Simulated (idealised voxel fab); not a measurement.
Title: Process Module voxel capacitor over wiring
Each square cell in cross-section cut measures 5 nm, and the section as a whole is 240 nm wide.
Think of the cross-section as a grid of square cells. We describe it in bands, top to bottom, and each band covers one or more rows of those cells. Basically the band line says how high the top is and how high the bottom is, in nm, and then what's in it from left to right, every material with its width in nm. Empty space shows up as "air", and if a single material carries "everywhere" it runs the full band edge to edge. Heights from 0 (as-received wafer is one material below). Bottom band endless downward, as "0 and below". Graded width ("30..40"): value in top row of band = first number; value in bottom row = second number; row-to-row change constant. Where a step carries "nothing was modified", the cross-section came out of it unchanged, cell for cell. Basically, "Cavities, sealed" tells you about the enclosed voids: empty spaces with no open way to the top, 8 cells or bigger, each written width x height at distance, where distance is from the left edge, all in nm. Read whatever lies past the settings on a step's line as the simulator's own remark about the step. "overlay nm" on a masked step: distance the mask lay right of its planned place, negative for left.
## plan
1 op RECEIVE | material Si
2 op CONFORMAL_DEP | material SiO2 | thk nm 15
3 op DIRECTIONAL_DEP | material TiN | thk nm 5
4 op DIRECTIONAL_DEP | material Ru | thk nm 25
5 op DIRECTIONAL_DEP | material aC | thk nm 15
6 op PATTERN | tone cover | mask id METAL_1 | material resist | width nm 20 | pitch nm 75 | thk nm 35 | overlay nm 0
7 op DIRECTIONAL_ETCH | etch materials aC | depth nm 15
8 op STRIP | etch materials resist
9 op DIRECTIONAL_ETCH | etch materials Ru | depth nm 25
10 op DIRECTIONAL_ETCH | etch materials TiN | depth nm 5
11 op STRIP | etch materials aC
12 op CONFORMAL_DEP | material SiCN | thk nm 5
13 op FILL_DEP | material lowk | thk nm 5
14 op CMP | height nm 45
15 op CONFORMAL_DEP | material SiCN | thk nm 5
16 op DIRECTIONAL_DEP | material SiO2 | thk nm 15
17 op PATTERN | tone open | mask id PLUG_1 | material resist | width nm 15 | thk nm 20 | overlay nm 0
18 op DIRECTIONAL_ETCH | etch materials SiO2 | depth nm 15
19 op DIRECTIONAL_ETCH | etch materials SiCN | depth nm 5
20 op STRIP | etch materials resist
21 op CONFORMAL_DEP | material TiN | thk nm 5
22 op FILL_DEP | material Ru | thk nm 5
23 op CMP | height nm 65
24 op DIRECTIONAL_DEP | material TiN | thk nm 10
25 op DIRECTIONAL_DEP | material HfO2 | thk nm 5
26 op DIRECTIONAL_DEP | material TiN | thk nm 5
27 op MASKED_ETCH | tone cover | mask id UPPER_PLATE | width nm 60 | etch materials TiN | depth nm 5 | overlay nm 0
28 op MASKED_ETCH | tone cover | mask id UPPER_PLATE | width nm 60 | etch materials HfO2 | depth nm 5 | overlay nm 0
29 op PATTERN | tone cover | mask id LOWER_PLATE | material resist | width nm 70 | thk nm 15 | overlay nm 0
30 op DIRECTIONAL_ETCH | etch materials TiN | depth nm 10
31 op STRIP | etch materials resist
32 op FILL_DEP | material SiO2 | thk nm 20
33 op CMP | height nm 100
34 op DIRECTIONAL_DEP | material aC | thk nm 10
35 op PATTERN | tone open | mask id PLUG_2 | material resist | width nm 15 | thk nm 30 | overlay nm 0
36 op DIRECTIONAL_ETCH | etch materials aC | depth nm 10
37 op STRIP | etch materials resist
38 op DIRECTIONAL_ETCH | etch materials SiO2 | depth nm 15
39 op STRIP | etch materials aC
40 op CONFORMAL_DEP | material TiN | thk nm 5
41 op FILL_DEP | material W | thk nm 5
42 op CMP | height nm 100
43 op CONFORMAL_DEP | material SiCN | thk nm 5
## Cross-section: wafer on arrival = after step 1
0 and below: Si everywhere
Cavities, sealed: none
## Wafer at module end, in section. Began as above, planned as above, run with one mistake
105 down to 100: SiCN everywhere
100 down to 90: SiO2: 85 / TiN: 5 / W: 5 / TiN: 5 / SiO2: 140
90 down to 80: SiO2: 85..75 / TiN: 15..60 / SiO2: 140..105
80 down to 75: SiO2: 75 / HfO2: 60 / SiO2: 105
75 down to 65: SiO2: 70 / TiN: 70 / SiO2: 100
65 down to 50: SiO2: 75 / TiN: 5 / Ru: 5 / TiN: 5 / SiO2: 150
50 down to 45: SiCN: 75 / TiN: 15 / SiCN: 150
45 down to 20: aC: 65 / SiCN: 5 / Ru: 20 / SiCN: 5 / aC: 45 / SiCN: 5 / Ru: 20 / SiCN: 5 / aC: 70
20 down to 15: SiCN: 70 / TiN: 20 / SiCN: 55 / TiN: 20 / SiCN: 75
15 down to 0: SiO2 everywhere
0 and below: Si everywhere
Cavities, sealed: none
What went wrong in running the wafer? so step 13 ended up running with a different setting than we planned, it ran as op FILL_DEP | material aC | thk nm 5
